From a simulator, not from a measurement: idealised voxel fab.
Process module heading - voxel tone inversion
Xsec cut, 155 nm wide, square cell size 5 nm.
A cross-section in this document is a grid of square cells, and it is written down as bands, the top band listed before the ones below it; a band is made up of one or more rows of cells.
Each band's line starts with the height of the band's top and of its bottom, in nm. Then come its materials from left to right, each with its width in nm. One material with "throughout" fills the band from edge to edge. "air" is empty space.
Heights are measured from 0, the level below which the as-received wafer is all one material; the lowest band has no bottom and continues downward, written as in "z 0 and below".
So if you see something like "30->40" for the width, read it as the top row of the band sitting at the first number and the bottom row at the second, with every row in between moving by the same amount as the last.
It should be understood that the words "nothing different", when stated for a given step, signify that the cross-section underwent no change in any of its cells during that step.
Empty spaces counting at least 8 cells and having no open way to the top are listed in "Sealed voids". The notation width x height at distance is used for each, the distance being from the left edge and all three values in nm.
It should be noted that, on the line of a given step, the content following the step's settings is a remark produced by the simulator itself with respect to that step.
"overlay nm" denotes, for a step that has a mask, the displacement of the mask to the right of its planned place, with negative values corresponding to the left.

**The following list gives the planned process steps**
step 1: RECEIVE, material Si
step 2: CONFORMAL_DEP, material SiN, thk nm 5
step 3: DIRECTIONAL_DEP, material polySi, thk nm 25
step 4: PATTERN, tone cover, mask id POSTS, material resist, width nm 15, pitch nm 45, thk nm 30, overlay nm 0
step 5: DIRECTIONAL_ETCH, etch materials polySi, depth nm 25
step 6: STRIP, etch materials resist
step 7: FILL_DEP, material SiO2, thk nm 10
step 8: CMP, height nm 30
step 9: STRIP, etch materials polySi
step 10: CONFORMAL_DEP, material TiN, thk nm 5
step 11: FILL_DEP, material W, thk nm 10
step 12: CMP, height nm 30
step 13: CONFORMAL_DEP, material SiN, thk nm 5
varied across the wafers: width nm of step 4. The plan shows the first wafer's value. All wafers start alike

**Received wafers, first of several: cross-section after step 1**
z 0 and below = Si throughout
Sealed voids: none

**Below: a row per wafer. Contents at end of module: for every material, cells gained since receipt (+) or lost since receipt (-); then closed voids**
width nm 15, +62 SiN, +125 SiO2, +22 TiN, +8 W, Sealed voids: none
width nm 20, +62 SiN, +115 SiO2, +24 TiN, +16 W, Sealed voids: none
width nm 25, +62 SiN, +105 SiO2, +26 TiN, +24 W, Sealed voids: none
width nm 30, +62 SiN, +95 SiO2, +28 TiN, +32 W, Sealed voids: none
